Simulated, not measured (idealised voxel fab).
The process module that follows is named voxel transistor to metal.
The width of the displayed cross-section, cut, is 290 nm; its cells are square, with a size of 5 nm.
Just so we're on the same page, the cross-sections are grids of square cells, and they're listed out in bands top to bottom, each band one or more rows deep. Band: top and bottom heights (nm) first, top before bottom; then materials from left to right, widths in nm. "all across" marks a sole material filling the band edge to edge. "blank" denotes empty space. Heights are reckoned from 0. Under this level, the received wafer is all of one material. The bottommost band is open-ended downward, for example "0 nm and below". It should be noted that a width expressed as "30..40" varies in equal increments from row to row of cells within the band, taking the value of the first number at the top row and that of the second number at the bottom row. The designation "no modifications", where it is given for a processing step, indicates that no cell of the cross-section was altered in the course of that step. Listed in "Closed void listing": every empty space of 8 or more cells without an open way to the top. Form: width x height at distance, the distance being from the left edge, all in nm. It should be noted that, on the line of a given step, the content following the step's settings is a remark produced by the simulator itself with respect to that step. overlay nm, on a step with a mask: how far to the right of its planned place the mask lay; to the left if negative.
**Planned step list for the process**
- 1: RECEIVE with material Si
- 2: CONFORMAL_DEP with material SiO2, thk nm 5
- 3: CONFORMAL_DEP with material SiN, thk nm 15
- 4: PATTERN with tone cover, mask id ACTIVE, material resist, width nm 105, pitch nm 125, thk nm 15, overlay nm 0
- 5: DIRECTIONAL_ETCH with etch materials SiN, depth nm 15
- 6: DIRECTIONAL_ETCH with etch materials SiO2, depth nm 5
- 7: DIRECTIONAL_ETCH with etch materials Si, depth nm 25
- 8: STRIP with etch materials resist
- 9: FILL_DEP with material SiO2, thk nm 15
- 10: CMP with height nm 20
- 11: SELECTIVE_ETCH with etch materials SiO2, depth nm 5
- 12: STRIP with etch materials SiN
- 13: SELECTIVE_ETCH with etch materials SiO2, depth nm 5
- 14: OXIDIZE with depth nm 5
- 15: DIRECTIONAL_DEP with material polySi, thk nm 30
- 16: DIRECTIONAL_DEP with material SiCN, thk nm 15
- 17: PATTERN with tone cover, mask id GATE, material resist, width nm 35, pitch nm 125, thk nm 15, overlay nm 0
- 18: DIRECTIONAL_ETCH with etch materials SiCN, depth nm 25
- 19: DIRECTIONAL_ETCH with etch materials polySi, depth nm 40
- 20: STRIP with etch materials resist
- 21: CONFORMAL_DEP with material SiN, thk nm 5
- 22: DIRECTIONAL_ETCH with etch materials SiN, depth nm 5
- 23: DIRECTIONAL_ETCH with etch materials SiO2, depth nm 5
- 24: EPI with material pSi, thk nm 5
- 25: FILL_DEP with material SiO2, thk nm 10
- 26: CMP with height nm 30
- 27: STRIP with etch materials polySi
- 28: SELECTIVE_ETCH with etch materials SiO2, depth nm 5
- 29: CONFORMAL_DEP with material HfO2, thk nm 5
- 30: CONFORMAL_DEP with material TiN, thk nm 5
- 31: FILL_DEP with material W, thk nm 5
- 32: CMP with height nm 25
- 33: DIRECTIONAL_DEP with material SiO2, thk nm 15
- 34: MASKED_ETCH with tone open, mask id CONTACT, width nm 15, etch materials SiO2, depth nm 40, overlay nm 0
- 35: CONFORMAL_DEP with material TiN, thk nm 5
- 36: FILL_DEP with material Ru, thk nm 5
- 37: CMP with height nm 40
- 38: CONFORMAL_DEP with material SiCN, thk nm 5
- 39: DIRECTIONAL_DEP with material SiO2, thk nm 25
- 40: PATTERN with tone open, mask id METAL_1, material resist, width nm 15, thk nm 20, overlay nm 0
- 41: DIRECTIONAL_ETCH with etch materials SiO2, depth nm 25
- 42: DIRECTIONAL_ETCH with etch materials SiCN, depth nm 5
- 43: STRIP with etch materials resist
- 44: CONFORMAL_DEP with material TiN, thk nm 5
- 45: FILL_DEP with material Ru, thk nm 10
- 46: CMP with height nm 70
- 47: CONFORMAL_DEP with material SiCN, thk nm 5
**First of two wafers, processed according to plan**
**This is the cross-section of the wafer as we received it, i.e. after step 1**
    0 nm and below = Si all across
    Closed void listing: none
**Upon completion of step 2, the wafer appears in cross-section as shown**
    5 nm to 0 nm = SiO2 all across
    All layers under 0 are left as they were.
**Upon completion of step 3, the wafer appears in cross-section as shown**
    20 nm to 5 nm = SiN all across
    All layers under 5 are left as they were.
**Upon completion of step 4, the wafer appears in cross-section as shown**
    35 nm to 20 nm = blank: 30  resist: 105  blank: 20  resist: 105  blank: 30
    All layers under 20 are left as they were.
**Upon completion of step 5, the wafer appears in cross-section as shown**
    35 nm to 20 nm = blank: 30  resist: 105  blank: 20  resist: 105  blank: 30
    20 nm to 5 nm = blank: 30  SiN: 105  blank: 20  SiN: 105  blank: 30
    All layers under 5 are left as they were.
**Upon completion of step 6, the wafer appears in cross-section as shown**
    35 nm to 20 nm = blank: 30  resist: 105  blank: 20  resist: 105  blank: 30
    20 nm to 5 nm = blank: 30  SiN: 105  blank: 20  SiN: 105  blank: 30
    5 nm to 0 nm = blank: 30  SiO2: 105  blank: 20  SiO2: 105  blank: 30
    All layers under 0 are left as they were.
**Upon completion of step 7, the wafer appears in cross-section as shown**
    35 nm to 20 nm = blank: 30  resist: 105  blank: 20  resist: 105  blank: 30
    20 nm to 5 nm = blank: 30  SiN: 105  blank: 20  SiN: 105  blank: 30
    5 nm to 0 nm = blank: 30  SiO2: 105  blank: 20  SiO2: 105  blank: 30
    0 nm to -25 nm = blank: 30  Si: 105  blank: 20  Si: 105  blank: 30
    All layers under -25 are left as they were.
**Upon completion of step 8, the wafer appears in cross-section as shown**
    20 nm to 5 nm = blank: 30  SiN: 105  blank: 20  SiN: 105  blank: 30
    All layers under 5 are left as they were.
**Upon completion of step 9, the wafer appears in cross-section as shown**
    35 nm to 20 nm = SiO2 all across
    20 nm to 5 nm = SiO2: 30  SiN: 105  SiO2: 20  SiN: 105  SiO2: 30
    5 nm to 0 nm = SiO2 all across
    0 nm to -25 nm = SiO2: 30  Si: 105  SiO2: 20  Si: 105  SiO2: 30
    All layers under -25 are left as they were.
**Upon completion of step 10, the wafer appears in cross-section as shown**
    20 nm to 5 nm = SiO2: 30  SiN: 105  SiO2: 20  SiN: 105  SiO2: 30
    All layers under 5 are left as they were.
**Upon completion of step 11, the wafer appears in cross-section as shown**
    20 nm to 15 nm = blank: 30  SiN: 105  blank: 20  SiN: 105  blank: 30
    All layers under 15 are left as they were.
**Upon completion of step 12, the wafer appears in cross-section as shown**
    15 nm to 5 nm = SiO2: 30  blank: 105  SiO2: 20  blank: 105  SiO2: 30
    All layers under 5 are left as they were.
**Upon completion of step 13, the wafer appears in cross-section as shown**
    10 nm to 0 nm = SiO2: 25  blank: 115  SiO2: 10  blank: 115  SiO2: 25
    All layers under 0 are left as they were.
**Upon completion of step 14, the wafer appears in cross-section as shown**
    10 nm to 0 nm = SiO2: 25  blank: 115  SiO2: 10  blank: 115  SiO2: 25
    0 nm to -5 nm = SiO2 all across
    All layers under -5 are left as they were.
**Upon completion of step 15, the wafer appears in cross-section as shown**
    40 nm to 30 nm = polySi: 25  blank: 115  polySi: 10  blank: 115  polySi: 25
    30 nm to 10 nm = polySi all across
    10 nm to 0 nm = SiO2: 25  polySi: 115  SiO2: 10  polySi: 115  SiO2: 25
    All layers under 0 are left as they were.
**Upon completion of step 16, the wafer appears in cross-section as shown**
    55 nm to 45 nm = SiCN: 25  blank: 115  SiCN: 10  blank: 115  SiCN: 25
    45 nm to 40 nm = SiCN all across
    40 nm to 30 nm = polySi: 25  SiCN: 115  polySi: 10  SiCN: 115  polySi: 25
    All layers under 30 are left as they were.
**Upon completion of step 17, the wafer appears in cross-section as shown**
    70 nm to 55 nm = blank: 65  resist: 35  blank: 90  resist: 35  blank: 65
    55 nm to 45 nm = SiCN: 25  blank: 40  resist: 35  blank: 40  SiCN: 10  blank: 40  resist: 35  blank: 40  SiCN: 25
    All layers under 45 are left as they were.
**Upon completion of step 18, the wafer appears in cross-section as shown**
    70 nm to 45 nm = blank: 65  resist: 35  blank: 90  resist: 35  blank: 65
    45 nm to 40 nm = blank: 65  SiCN: 35  blank: 90  SiCN: 35  blank: 65
    40 nm to 30 nm = polySi: 25  blank: 40  SiCN: 35  blank: 40  polySi: 10  blank: 40  SiCN: 35  blank: 40  polySi: 25
    All layers under 30 are left as they were.
**Upon completion of step 19, the wafer appears in cross-section as shown**
    70 nm to 45 nm = blank: 65  resist: 35  blank: 90  resist: 35  blank: 65
    45 nm to 30 nm = blank: 65  SiCN: 35  blank: 90  SiCN: 35  blank: 65
    30 nm to 10 nm = blank: 65  polySi: 35  blank: 90  polySi: 35  blank: 65
    10 nm to 0 nm = SiO2: 25  blank: 40  polySi: 35  blank: 40  SiO2: 10  blank: 40  polySi: 35  blank: 40  SiO2: 25
    All layers under 0 are left as they were.
**Upon completion of step 20, the wafer appears in cross-section as shown**
    45 nm to 30 nm = blank: 65  SiCN: 35  blank: 90  SiCN: 35  blank: 65
    All layers under 30 are left as they were.
**Upon completion of step 21, the wafer appears in cross-section as shown**
    50 nm to 45 nm = blank: 60  SiN: 45  blank: 80  SiN: 45  blank: 60
    45 nm to 30 nm = blank: 60  SiN: 5  SiCN: 35  SiN: 5  blank: 80  SiN: 5  SiCN: 35  SiN: 5  blank: 60
    30 nm to 15 nm = blank: 60  SiN: 5  polySi: 35  SiN: 5  blank: 80  SiN: 5  polySi: 35  SiN: 5  blank: 60
    15 nm to 10 nm = SiN: 30  blank: 30  SiN: 5  polySi: 35  SiN: 5  blank: 30  SiN: 20  blank: 30  SiN: 5  polySi: 35  SiN: 5  blank: 30  SiN: 30
    10 nm to 5 nm = SiO2: 25  SiN: 5  blank: 30  SiN: 5  polySi: 35  SiN: 5  blank: 30  SiN: 5  SiO2: 10  SiN: 5  blank: 30  SiN: 5  polySi: 35  SiN: 5  blank: 30  SiN: 5  SiO2: 25
    5 nm to 0 nm = SiO2: 25  SiN: 40  polySi: 35  SiN: 40  SiO2: 10  SiN: 40  polySi: 35  SiN: 40  SiO2: 25
    All layers under 0 are left as they were.
**Upon completion of step 22, the wafer appears in cross-section as shown**
    45 nm to 30 nm = blank: 60  SiN: 5  SiCN: 35  SiN: 5  blank: 80  SiN: 5  SiCN: 35  SiN: 5  blank: 60
    30 nm to 10 nm = blank: 60  SiN: 5  polySi: 35  SiN: 5  blank: 80  SiN: 5  polySi: 35  SiN: 5  blank: 60
    10 nm to 0 nm = SiO2: 25  SiN: 5  blank: 30  SiN: 5  polySi: 35  SiN: 5  blank: 30  SiN: 5  SiO2: 10  SiN: 5  blank: 30  SiN: 5  polySi: 35  SiN: 5  blank: 30  SiN: 5  SiO2: 25
    All layers under 0 are left as they were.
**Upon completion of step 23, the wafer appears in cross-section as shown**
    45 nm to 30 nm = blank: 60  SiN: 5  SiCN: 35  SiN: 5  blank: 80  SiN: 5  SiCN: 35  SiN: 5  blank: 60
    30 nm to 10 nm = blank: 60  SiN: 5  polySi: 35  SiN: 5  blank: 80  SiN: 5  polySi: 35  SiN: 5  blank: 60
    10 nm to 5 nm = blank: 25  SiN: 5  blank: 30  SiN: 5  polySi: 35  SiN: 5  blank: 30  SiN: 5  blank: 10  SiN: 5  blank: 30  SiN: 5  polySi: 35  SiN: 5  blank: 30  SiN: 5  blank: 25
    5 nm to 0 nm = SiO2: 25  SiN: 5  blank: 30  SiN: 5  polySi: 35  SiN: 5  blank: 30  SiN: 5  SiO2: 10  SiN: 5  blank: 30  SiN: 5  polySi: 35  SiN: 5  blank: 30  SiN: 5  SiO2: 25
    0 nm to -5 nm = SiO2: 30  blank: 30  SiO2: 45  blank: 30  SiO2: 20  blank: 30  SiO2: 45  blank: 30  SiO2: 30
    All layers under -5 are left as they were.
**Upon completion of step 24, the wafer appears in cross-section as shown**
    45 nm to 30 nm = blank: 60  SiN: 5  SiCN: 35  SiN: 5  blank: 80  SiN: 5  SiCN: 35  SiN: 5  blank: 60
    30 nm to 10 nm = blank: 60  SiN: 5  polySi: 35  SiN: 5  blank: 80  SiN: 5  polySi: 35  SiN: 5  blank: 60
    10 nm to 5 nm = blank: 25  SiN: 5  blank: 30  SiN: 5  polySi: 35  SiN: 5  blank: 30  SiN: 5  blank: 10  SiN: 5  blank: 30  SiN: 5  polySi: 35  SiN: 5  blank: 30  SiN: 5  blank: 25
    5 nm to 0 nm = SiO2: 25  SiN: 5  blank: 30  SiN: 5  polySi: 35  SiN: 5  blank: 30  SiN: 5  SiO2: 10  SiN: 5  blank: 30  SiN: 5  polySi: 35  SiN: 5  blank: 30  SiN: 5  SiO2: 25
    0 nm to -5 nm = SiO2: 30  pSi: 30  SiO2: 45  pSi: 30  SiO2: 20  pSi: 30  SiO2: 45  pSi: 30  SiO2: 30
    All layers under -5 are left as they were.
**Upon completion of step 25, the wafer appears in cross-section as shown**
    55 nm to 45 nm = SiO2 all across
    45 nm to 30 nm = SiO2: 60  SiN: 5  SiCN: 35  SiN: 5  SiO2: 80  SiN: 5  SiCN: 35  SiN: 5  SiO2: 60
    30 nm to 10 nm = SiO2: 60  SiN: 5  polySi: 35  SiN: 5  SiO2: 80  SiN: 5  polySi: 35  SiN: 5  SiO2: 60
    10 nm to 0 nm = SiO2: 25  SiN: 5  SiO2: 30  SiN: 5  polySi: 35  SiN: 5  SiO2: 30  SiN: 5  SiO2: 10  SiN: 5  SiO2: 30  SiN: 5  polySi: 35  SiN: 5  SiO2: 30  SiN: 5  SiO2: 25
    All layers under 0 are left as they were.
**Upon completion of step 26, the wafer appears in cross-section as shown**
    30 nm to 10 nm = SiO2: 60  SiN: 5  polySi: 35  SiN: 5  SiO2: 80  SiN: 5  polySi: 35  SiN: 5  SiO2: 60
    All layers under 10 are left as they were.
**Upon completion of step 27, the wafer appears in cross-section as shown**
    30 nm to 10 nm = SiO2: 60  SiN: 5  blank: 35  SiN: 5  SiO2: 80  SiN: 5  blank: 35  SiN: 5  SiO2: 60
    10 nm to 0 nm = SiO2: 25  SiN: 5  SiO2: 30  SiN: 5  blank: 35  SiN: 5  SiO2: 30  SiN: 5  SiO2: 10  SiN: 5  SiO2: 30  SiN: 5  blank: 35  SiN: 5  SiO2: 30  SiN: 5  SiO2: 25
    All layers under 0 are left as they were.
**Upon completion of step 28, the wafer appears in cross-section as shown**
    30 nm to 25 nm = blank: 60  SiN: 5  blank: 35  SiN: 5  blank: 80  SiN: 5  blank: 35  SiN: 5  blank: 60
    25 nm to 10 nm = SiO2: 60  SiN: 5  blank: 35  SiN: 5  SiO2: 80  SiN: 5  blank: 35  SiN: 5  SiO2: 60
    10 nm to 0 nm = SiO2: 25  SiN: 5  SiO2: 30  SiN: 5  blank: 35  SiN: 5  SiO2: 30  SiN: 5  SiO2: 10  SiN: 5  SiO2: 30  SiN: 5  blank: 35  SiN: 5  SiO2: 30  SiN: 5  SiO2: 25
    0 nm to -5 nm = SiO2: 30  pSi: 30  blank: 45  pSi: 30  SiO2: 20  pSi: 30  blank: 45  pSi: 30  SiO2: 30
    All layers under -5 are left as they were.
**Upon completion of step 29, the wafer appears in cross-section as shown**
    35 nm to 30 nm = blank: 55  HfO2: 15  blank: 25  HfO2: 15  blank: 70  HfO2: 15  blank: 25  HfO2: 15  blank: 55
    30 nm to 25 nm = HfO2: 60  SiN: 5  HfO2: 5  blank: 25  HfO2: 5  SiN: 5  HfO2: 80  SiN: 5  HfO2: 5  blank: 25  HfO2: 5  SiN: 5  HfO2: 60
    25 nm to 10 nm = SiO2: 60  SiN: 5  HfO2: 5  blank: 25  HfO2: 5  SiN: 5  SiO2: 80  SiN: 5  HfO2: 5  blank: 25  HfO2: 5  SiN: 5  SiO2: 60
    10 nm to 0 nm = SiO2: 25  SiN: 5  SiO2: 30  SiN: 5  HfO2: 5  blank: 25  HfO2: 5  SiN: 5  SiO2: 30  SiN: 5  SiO2: 10  SiN: 5  SiO2: 30  SiN: 5  HfO2: 5  blank: 25  HfO2: 5  SiN: 5  SiO2: 30  SiN: 5  SiO2: 25
    0 nm to -5 nm = SiO2: 30  pSi: 30  HfO2: 45  pSi: 30  SiO2: 20  pSi: 30  HfO2: 45  pSi: 30  SiO2: 30
    All layers under -5 are left as they were.
**Upon completion of step 30, the wafer appears in cross-section as shown**
    40 nm to 35 nm = blank: 50  TiN: 25  blank: 15  TiN: 25  blank: 60  TiN: 25  blank: 15  TiN: 25  blank: 50
    35 nm to 30 nm = TiN: 55  HfO2: 15  TiN: 5  blank: 15  TiN: 5  HfO2: 15  TiN: 70  HfO2: 15  TiN: 5  blank: 15  TiN: 5  HfO2: 15  TiN: 55
    30 nm to 25 nm = HfO2: 60  SiN: 5  HfO2: 5  TiN: 5  blank: 15  TiN: 5  HfO2: 5  SiN: 5  HfO2: 80  SiN: 5  HfO2: 5  TiN: 5  blank: 15  TiN: 5  HfO2: 5  SiN: 5  HfO2: 60
    25 nm to 10 nm = SiO2: 60  SiN: 5  HfO2: 5  TiN: 5  blank: 15  TiN: 5  HfO2: 5  SiN: 5  SiO2: 80  SiN: 5  HfO2: 5  TiN: 5  blank: 15  TiN: 5  HfO2: 5  SiN: 5  SiO2: 60
    10 nm to 5 nm = SiO2: 25  SiN: 5  SiO2: 30  SiN: 5  HfO2: 5  TiN: 5  blank: 15  TiN: 5  HfO2: 5  SiN: 5  SiO2: 30  SiN: 5  SiO2: 10  SiN: 5  SiO2: 30  SiN: 5  HfO2: 5  TiN: 5  blank: 15  TiN: 5  HfO2: 5  SiN: 5  SiO2: 30  SiN: 5  SiO2: 25
    5 nm to 0 nm = SiO2: 25  SiN: 5  SiO2: 30  SiN: 5  HfO2: 5  TiN: 25  HfO2: 5  SiN: 5  SiO2: 30  SiN: 5  SiO2: 10  SiN: 5  SiO2: 30  SiN: 5  HfO2: 5  TiN: 25  HfO2: 5  SiN: 5  SiO2: 30  SiN: 5  SiO2: 25
    All layers under 0 are left as they were.
**Upon completion of step 31, the wafer appears in cross-section as shown**
    45 nm to 40 nm = W all across
    40 nm to 35 nm = W: 50  TiN: 25  W: 15  TiN: 25  W: 60  TiN: 25  W: 15  TiN: 25  W: 50
    35 nm to 30 nm = TiN: 55  HfO2: 15  TiN: 5  W: 15  TiN: 5  HfO2: 15  TiN: 70  HfO2: 15  TiN: 5  W: 15  TiN: 5  HfO2: 15  TiN: 55
    30 nm to 25 nm = HfO2: 60  SiN: 5  HfO2: 5  TiN: 5  W: 15  TiN: 5  HfO2: 5  SiN: 5  HfO2: 80  SiN: 5  HfO2: 5  TiN: 5  W: 15  TiN: 5  HfO2: 5  SiN: 5  HfO2: 60
    25 nm to 10 nm = SiO2: 60  SiN: 5  HfO2: 5  TiN: 5  W: 15  TiN: 5  HfO2: 5  SiN: 5  SiO2: 80  SiN: 5  HfO2: 5  TiN: 5  W: 15  TiN: 5  HfO2: 5  SiN: 5  SiO2: 60
    10 nm to 5 nm = SiO2: 25  SiN: 5  SiO2: 30  SiN: 5  HfO2: 5  TiN: 5  W: 15  TiN: 5  HfO2: 5  SiN: 5  SiO2: 30  SiN: 5  SiO2: 10  SiN: 5  SiO2: 30  SiN: 5  HfO2: 5  TiN: 5  W: 15  TiN: 5  HfO2: 5  SiN: 5  SiO2: 30  SiN: 5  SiO2: 25
    All layers under 5 are left as they were.
**Upon completion of step 32, the wafer appears in cross-section as shown**
    25 nm to 10 nm = SiO2: 60  SiN: 5  HfO2: 5  TiN: 5  W: 15  TiN: 5  HfO2: 5  SiN: 5  SiO2: 80  SiN: 5  HfO2: 5  TiN: 5  W: 15  TiN: 5  HfO2: 5  SiN: 5  SiO2: 60
    All layers under 10 are left as they were.
**Upon completion of step 33, the wafer appears in cross-section as shown**
    40 nm to 25 nm = SiO2 all across
    All layers under 25 are left as they were.
**Upon completion of step 34, the wafer appears in cross-section as shown**
    40 nm to 25 nm = SiO2: 35  blank: 15  SiO2: 65  blank: 15  SiO2: 30  blank: 15  SiO2: 65  blank: 15  SiO2: 35
    25 nm to 10 nm = SiO2: 35  blank: 15  SiO2: 10  SiN: 5  HfO2: 5  TiN: 5  W: 15  TiN: 5  HfO2: 5  SiN: 5  SiO2: 10  blank: 15  SiO2: 30  blank: 15  SiO2: 10  SiN: 5  HfO2: 5  TiN: 5  W: 15  TiN: 5  HfO2: 5  SiN: 5  SiO2: 10  blank: 15  SiO2: 35
    10 nm to 5 nm = SiO2: 25  SiN: 5  SiO2: 5  blank: 15  SiO2: 10  SiN: 5  HfO2: 5  TiN: 5  W: 15  TiN: 5  HfO2: 5  SiN: 5  SiO2: 10  blank: 15  SiO2: 5  SiN: 5  SiO2: 10  SiN: 5  SiO2: 5  blank: 15  SiO2: 10  SiN: 5  HfO2: 5  TiN: 5  W: 15  TiN: 5  HfO2: 5  SiN: 5  SiO2: 10  blank: 15  SiO2: 5  SiN: 5  SiO2: 25
    5 nm to 0 nm = SiO2: 25  SiN: 5  SiO2: 5  blank: 15  SiO2: 10  SiN: 5  HfO2: 5  TiN: 25  HfO2: 5  SiN: 5  SiO2: 10  blank: 15  SiO2: 5  SiN: 5  SiO2: 10  SiN: 5  SiO2: 5  blank: 15  SiO2: 10  SiN: 5  HfO2: 5  TiN: 25  HfO2: 5  SiN: 5  SiO2: 10  blank: 15  SiO2: 5  SiN: 5  SiO2: 25
    All layers under 0 are left as they were.
**Upon completion of step 35, the wafer appears in cross-section as shown**
    45 nm to 40 nm = TiN: 40  blank: 5  TiN: 75  blank: 5  TiN: 40  blank: 5  TiN: 75  blank: 5  TiN: 40
    40 nm to 25 nm = SiO2: 35  TiN: 5  blank: 5  TiN: 5  SiO2: 65  TiN: 5  blank: 5  TiN: 5  SiO2: 30  TiN: 5  blank: 5  TiN: 5  SiO2: 65  TiN: 5  blank: 5  TiN: 5  SiO2: 35
    25 nm to 10 nm = SiO2: 35  TiN: 5  blank: 5  TiN: 5  SiO2: 10  SiN: 5  HfO2: 5  TiN: 5  W: 15  TiN: 5  HfO2: 5  SiN: 5  SiO2: 10  TiN: 5  blank: 5  TiN: 5  SiO2: 30  TiN: 5  blank: 5  TiN: 5  SiO2: 10  SiN: 5  HfO2: 5  TiN: 5  W: 15  TiN: 5  HfO2: 5  SiN: 5  SiO2: 10  TiN: 5  blank: 5  TiN: 5  SiO2: 35
    10 nm to 5 nm = SiO2: 25  SiN: 5  SiO2: 5  TiN: 5  blank: 5  TiN: 5  SiO2: 10  SiN: 5  HfO2: 5  TiN: 5  W: 15  TiN: 5  HfO2: 5  SiN: 5  SiO2: 10  TiN: 5  blank: 5  TiN: 5  SiO2: 5  SiN: 5  SiO2: 10  SiN: 5  SiO2: 5  TiN: 5  blank: 5  TiN: 5  SiO2: 10  SiN: 5  HfO2: 5  TiN: 5  W: 15  TiN: 5  HfO2: 5  SiN: 5  SiO2: 10  TiN: 5  blank: 5  TiN: 5  SiO2: 5  SiN: 5  SiO2: 25
    5 nm to 0 nm = SiO2: 25  SiN: 5  SiO2: 5  TiN: 15  SiO2: 10  SiN: 5  HfO2: 5  TiN: 25  HfO2: 5  SiN: 5  SiO2: 10  TiN: 15  SiO2: 5  SiN: 5  SiO2: 10  SiN: 5  SiO2: 5  TiN: 15  SiO2: 10  SiN: 5  HfO2: 5  TiN: 25  HfO2: 5  SiN: 5  SiO2: 10  TiN: 15  SiO2: 5  SiN: 5  SiO2: 25
    All layers under 0 are left as they were.
**Upon completion of step 36, the wafer appears in cross-section as shown**
    50 nm to 45 nm = Ru all across
    45 nm to 40 nm = TiN: 40  Ru: 5  TiN: 75  Ru: 5  TiN: 40  Ru: 5  TiN: 75  Ru: 5  TiN: 40
    40 nm to 25 nm = SiO2: 35  TiN: 5  Ru: 5  TiN: 5  SiO2: 65  TiN: 5  Ru: 5  TiN: 5  SiO2: 30  TiN: 5  Ru: 5  TiN: 5  SiO2: 65  TiN: 5  Ru: 5  TiN: 5  SiO2: 35
    25 nm to 10 nm = SiO2: 35  TiN: 5  Ru: 5  TiN: 5  SiO2: 10  SiN: 5  HfO2: 5  TiN: 5  W: 15  TiN: 5  HfO2: 5  SiN: 5  SiO2: 10  TiN: 5  Ru: 5  TiN: 5  SiO2: 30  TiN: 5  Ru: 5  TiN: 5  SiO2: 10  SiN: 5  HfO2: 5  TiN: 5  W: 15  TiN: 5  HfO2: 5  SiN: 5  SiO2: 10  TiN: 5  Ru: 5  TiN: 5  SiO2: 35
    10 nm to 5 nm = SiO2: 25  SiN: 5  SiO2: 5  TiN: 5  Ru: 5  TiN: 5  SiO2: 10  SiN: 5  HfO2: 5  TiN: 5  W: 15  TiN: 5  HfO2: 5  SiN: 5  SiO2: 10  TiN: 5  Ru: 5  TiN: 5  SiO2: 5  SiN: 5  SiO2: 10  SiN: 5  SiO2: 5  TiN: 5  Ru: 5  TiN: 5  SiO2: 10  SiN: 5  HfO2: 5  TiN: 5  W: 15  TiN: 5  HfO2: 5  SiN: 5  SiO2: 10  TiN: 5  Ru: 5  TiN: 5  SiO2: 5  SiN: 5  SiO2: 25
    All layers under 5 are left as they were.
**Upon completion of step 37, the wafer appears in cross-section as shown**
    40 nm to 25 nm = SiO2: 35  TiN: 5  Ru: 5  TiN: 5  SiO2: 65  TiN: 5  Ru: 5  TiN: 5  SiO2: 30  TiN: 5  Ru: 5  TiN: 5  SiO2: 65  TiN: 5  Ru: 5  TiN: 5  SiO2: 35
    All layers under 25 are left as they were.
**Upon completion of step 38, the wafer appears in cross-section as shown**
    45 nm to 40 nm = SiCN all across
    All layers under 40 are left as they were.
**Upon completion of step 39, the wafer appears in cross-section as shown**
    70 nm to 45 nm = SiO2 all across
    All layers under 45 are left as they were.
**Upon completion of step 40, the wafer appears in cross-section as shown**
    90 nm to 70 nm = resist: 35  blank: 15  resist: 65  blank: 15  resist: 30  blank: 15  resist: 65  blank: 15  resist: 35
    All layers under 70 are left as they were.
**Upon completion of step 41, the wafer appears in cross-section as shown**
    90 nm to 70 nm = resist: 35  blank: 15  resist: 65  blank: 15  resist: 30  blank: 15  resist: 65  blank: 15  resist: 35
    70 nm to 45 nm = SiO2: 35  blank: 15  SiO2: 65  blank: 15  SiO2: 30  blank: 15  SiO2: 65  blank: 15  SiO2: 35
    All layers under 45 are left as they were.
**Upon completion of step 42, the wafer appears in cross-section as shown**
    90 nm to 70 nm = resist: 35  blank: 15  resist: 65  blank: 15  resist: 30  blank: 15  resist: 65  blank: 15  resist: 35
    70 nm to 45 nm = SiO2: 35  blank: 15  SiO2: 65  blank: 15  SiO2: 30  blank: 15  SiO2: 65  blank: 15  SiO2: 35
    45 nm to 40 nm = SiCN: 35  blank: 15  SiCN: 65  blank: 15  SiCN: 30  blank: 15  SiCN: 65  blank: 15  SiCN: 35
    All layers under 40 are left as they were.
**Upon completion of step 43, the wafer appears in cross-section as shown**
    70 nm to 45 nm = SiO2: 35  blank: 15  SiO2: 65  blank: 15  SiO2: 30  blank: 15  SiO2: 65  blank: 15  SiO2: 35
    All layers under 45 are left as they were.
**Upon completion of step 44, the wafer appears in cross-section as shown**
    75 nm to 70 nm = TiN: 40  blank: 5  TiN: 75  blank: 5  TiN: 40  blank: 5  TiN: 75  blank: 5  TiN: 40
    70 nm to 45 nm = SiO2: 35  TiN: 5  blank: 5  TiN: 5  SiO2: 65  TiN: 5  blank: 5  TiN: 5  SiO2: 30  TiN: 5  blank: 5  TiN: 5  SiO2: 65  TiN: 5  blank: 5  TiN: 5  SiO2: 35
    45 nm to 40 nm = SiCN: 35  TiN: 15  SiCN: 65  TiN: 15  SiCN: 30  TiN: 15  SiCN: 65  TiN: 15  SiCN: 35
    All layers under 40 are left as they were.
**Upon completion of step 45, the wafer appears in cross-section as shown**
    85 nm to 75 nm = Ru all across
    75 nm to 70 nm = TiN: 40  Ru: 5  TiN: 75  Ru: 5  TiN: 40  Ru: 5  TiN: 75  Ru: 5  TiN: 40
    70 nm to 45 nm = SiO2: 35  TiN: 5  Ru: 5  TiN: 5  SiO2: 65  TiN: 5  Ru: 5  TiN: 5  SiO2: 30  TiN: 5  Ru: 5  TiN: 5  SiO2: 65  TiN: 5  Ru: 5  TiN: 5  SiO2: 35
    All layers under 45 are left as they were.
**Upon completion of step 46, the wafer appears in cross-section as shown**
    70 nm to 45 nm = SiO2: 35  TiN: 5  Ru: 5  TiN: 5  SiO2: 65  TiN: 5  Ru: 5  TiN: 5  SiO2: 30  TiN: 5  Ru: 5  TiN: 5  SiO2: 65  TiN: 5  Ru: 5  TiN: 5  SiO2: 35
    All layers under 45 are left as they were.
**Upon completion of step 47, the wafer appears in cross-section as shown**
    75 nm to 70 nm = SiCN all across
    All layers under 70 are left as they were.
**Here the second wafer is described. Its start and its plan were those of the first wafer. Its run contained one mistake. Up to and including step 45, it did exactly what the first wafer did**
Second wafer, section view, time point: scheduled end of step 46: no modifications
**Second wafer, section view, time point: scheduled end of step 47**
    90 nm to 85 nm = SiCN all across
    All layers under 85 are left as they were.
Deviation noted in wafer processing: step 46 of the plan was omitted and not executed
End check, counted in cells, second wafer has more or fewer of these materials than the first: Ru: 120 more; TiN: 54 more
